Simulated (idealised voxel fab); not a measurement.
process module | voxel lift off
cross-section cut | 180 nm wide | cells 5 nm
A cross-section is a grid of square cells, given in bands from the top down. A band is one or more rows of cells.
Each band's line starts with the height of the band's top and of its bottom, in nm. Then come its materials from left to right, each with its width in nm. One material with "throughout" fills the band from edge to edge. "air" is empty space.
Height 0 is the level under which the wafer as received is all one material. The lowest band goes on downwards, as in "0 down".
A width such as "30 to 40" changes by the same amount from each row of cells to the next, from the band's top row to its bottom row.
"no change" after a step means that no cell of the cross-section changed.
closed voids: empty space of 8 cells or more with no open way to the top, each as width x height at its distance from the left edge, in nm
after a step's settings: what the simulator itself notes on the step
overlay nm, on a step with a mask: how far to the right of its planned place the mask lay; to the left if negative
plan
1 op RECEIVE | material Si
2 op CONFORMAL_DEP | material Al2O3 | thk nm 10
3 op PATTERN | tone open | mask id LINES | material resist | width nm 20 | pitch nm 40 | thk nm 20 | overlay nm 0
4 op DIRECTIONAL_DEP | material Ru | thk nm 10
5 op STRIP | etch materials resist
6 op CONFORMAL_DEP | material SiN | thk nm 10
first wafer, as planned
as received, after step 1
  0 down: Si throughout
  closed voids: none
after step 2
  10 to 0: Al2O3 throughout
  below 0: unchanged
after step 3
  30 to 10: resist 20 | air 20 | resist 20 | air 20 | resist 20 | air 20 | resist 20 | air 20 | resist 20
  below 10: unchanged
after step 4
  40 to 30: Ru 20 | air 20 | Ru 20 | air 20 | Ru 20 | air 20 | Ru 20 | air 20 | Ru 20
  30 to 20: resist 20 | air 20 | resist 20 | air 20 | resist 20 | air 20 | resist 20 | air 20 | resist 20
  20 to 10: resist 20 | Ru 20 | resist 20 | Ru 20 | resist 20 | Ru 20 | resist 20 | Ru 20 | resist 20
  below 10: unchanged
after step 5
  20 to 10: air 20 | Ru 20 | air 20 | Ru 20 | air 20 | Ru 20 | air 20 | Ru 20 | air 20
  below 10: unchanged
after step 6
  30 to 20: air 10 | SiN 160 | air 10
  20 to 10: SiN 20 | Ru 20 | SiN 20 | Ru 20 | SiN 20 | Ru 20 | SiN 20 | Ru 20 | SiN 20
  below 10: unchanged
second wafer: like start, like plan, one mistake. Through step 5 it matches the first wafer
when step 6 should have ended: no change
what went wrong: step 6 was left out
at the end the second wafer has, in cells: 104 fewer of SiN
